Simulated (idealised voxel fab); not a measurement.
Process module in this document: voxel wiring stack
For reference, the cross-section in this document is cut, with width 205 nm and square cells of 5 nm.
Throughout this document, each cross-section is represented as a grid of square cells and is presented as a sequence of bands enumerated from the top downward, where a band comprises one or more rows of cells.
Basically the band line says how high the top is and how high the bottom is, in nm, and then what's in it from left to right, every material with its width in nm. Empty space shows up as "air", and if a single material carries "everywhere" it runs the full band edge to edge.
Height reference: 0 = level under which incoming wafer is all one material. Lowest band: no bottom, runs on downward, e.g. "top 0, no bottom".
Top row gets the first number, bottom row gets the second, and each row in between changes by the same step: that is how a band width like "30..40" works.
When a step is marked "remained unchanged", none of the cells in the cross-section changed during that step.
Empty spaces counting at least 8 cells and having no open way to the top are listed in "Completely enclosed voids". The notation width x height at distance is used for each, the distance being from the left edge and all three values in nm.
Post-settings text on a step line: simulator's own remark regarding the step.
overlay nm: step with mask; distance mask lay right of planned place; negative value = left of planned place.

[This section lists the process steps that were planned]
step 1: RECEIVE,material Si
step 2: CONFORMAL_DEP,material SiO2,thk nm 10
step 3: DIRECTIONAL_DEP,material TiN,thk nm 5
step 4: DIRECTIONAL_DEP,material W,thk nm 20
step 5: DIRECTIONAL_DEP,material aC,thk nm 15
step 6: PATTERN,tone cover,mask id METAL_1,material resist,width nm 30,pitch nm 50,thk nm 35,overlay nm 0
step 7: DIRECTIONAL_ETCH,etch materials aC,depth nm 15
step 8: STRIP,etch materials resist
step 9: DIRECTIONAL_ETCH,etch materials W,depth nm 20
step 10: DIRECTIONAL_ETCH,etch materials TiN,depth nm 5
step 11: STRIP,etch materials aC
step 12: FILL_DEP,material lowk,thk nm 5
step 13: CMP,height nm 35
step 14: CONFORMAL_DEP,material SiCN,thk nm 5
step 15: DIRECTIONAL_DEP,material lowk,thk nm 25
step 16: MASKED_ETCH,tone open,mask id METAL_2_HOLES,width nm 15,pitch nm 50,etch materials lowk,depth nm 25,overlay nm 0
step 17: MASKED_ETCH,tone open,mask id METAL_2,width nm 30,pitch nm 50,etch materials lowk,depth nm 15,overlay nm 0
step 18: MASKED_ETCH,tone open,mask id METAL_2,width nm 30,pitch nm 50,etch materials SiCN,depth nm 5,overlay nm 0
step 19: CONFORMAL_DEP,material TiN,thk nm 5
step 20: FILL_DEP,material Cu,thk nm 5
step 21: CMP,height nm 65
step 22: CONFORMAL_DEP,material SiN,thk nm 5

[As-received wafer cross-section (after step 1)]
top 0, no bottom  Si everywhere
Completely enclosed voids: none

[What the wafer looks like in cross-section after this module, when it starts as shown above and follows the plan above but one mistake is made in running it]
top 70, bottom 65  SiN everywhere
top 65, bottom 55  lowk=60  TiN=5  Cu=15  TiN=5  lowk=25  TiN=5  Cu=15  TiN=5  lowk=70
top 55, bottom 50  lowk=60  TiN=5  Cu=5  TiN=15  lowk=25  TiN=5  Cu=5  TiN=15  lowk=70
top 50, bottom 40  lowk=60  TiN=5  Cu=5  TiN=5  lowk=35  TiN=5  Cu=5  TiN=5  lowk=80
top 40, bottom 35  SiCN=60  TiN=15  SiCN=35  TiN=15  SiCN=80
top 35, bottom 15  lowk=60  W=30  lowk=20  W=30  lowk=65
top 15, bottom 10  lowk=60  TiN=30  lowk=20  TiN=30  lowk=65
top 10, bottom 0  SiO2 everywhere
top 0, no bottom  Si everywhere
Completely enclosed voids: none
what went wrong: step 17 did not use the planned setting and instead ran as MASKED_ETCH,tone open,mask id METAL_2,width nm 20,pitch nm 50,etch materials lowk,depth nm 15,overlay nm 0
